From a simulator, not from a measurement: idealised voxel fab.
The process module presented herein is designated voxel tone inversion.
Cross-sectional view cut (width: 190 nm; square cell size: 5 nm).
Reading order for cross-sections: top band down to bottom band. Underlying form: a grid of square cells. Band size: one or more rows of cells. Band: top height; bottom height; in nm. Then, left to right: material with width in nm, for each material. "everywhere": a single material spanning edge to edge. "air": empty space. Heights from 0 (as-received wafer is one material below). Bottom band endless downward, as "0..down". The two numbers in a width such as "30..40" mark its ends across the band: the first belongs to the top row of cells, the second to the bottom row, and from each row to the next the width moves by the same amount. No cell of the cross-section changed in a step that is given as "no change occurred". Entry "Closed void listing" = empty spaces >= 8 cells with no open way to the top; each as width x height at distance, distance from left edge, all nm. after a step's settings: what the simulator itself notes on the step. overlay nm: mask right of planned place by this much (step with mask). Neg. = left.

## Intended process steps
- 1: op RECEIVE | material Si
- 2: op CONFORMAL_DEP | material SiN | thk nm 10
- 3: op DIRECTIONAL_DEP | material polySi | thk nm 15
- 4: op PATTERN | tone cover | mask id POSTS | material resist | width nm 25 | pitch nm 45 | thk nm 25 | overlay nm 0
- 5: op DIRECTIONAL_ETCH | etch materials polySi | depth nm 15
- 6: op STRIP | etch materials resist
- 7: op FILL_DEP | material SiO2 | thk nm 5
- 8: op CMP | height nm 25
- 9: op STRIP | etch materials polySi

## Incoming wafer, cross-sectional view, post step 1
* 0..down | Si everywhere
* Closed void listing: none

## Module complete - cross-section of the first of two wafers, run according to plan
* 25..10 | 15 of SiO2  25 of air  20 of SiO2  25 of air  20 of SiO2  25 of air  20 of SiO2  25 of air  15 of SiO2
* 10..0 | SiN everywhere
* 0..down | Si everywhere
* Closed void listing: none

## Wafer two, sectioned after the module: the first wafer's start, the first wafer's plan, and one mistake in how it was run
* 25..10 | 20 of SiO2  20 of air  25 of SiO2  20 of air  25 of SiO2  20 of air  25 of SiO2  20 of air  15 of SiO2
* 10..0 | SiN everywhere
* 0..down | Si everywhere
* Closed void listing: none
Finding, execution versus plan: the process deviated at step 4: the operation and settings actually run there were op PATTERN | tone cover | mask id POSTS | material resist | width nm 20 | pitch nm 45 | thk nm 25 | overlay nm 0
Materials where the second wafer ends with more or fewer cells than the first: SiO2 +12
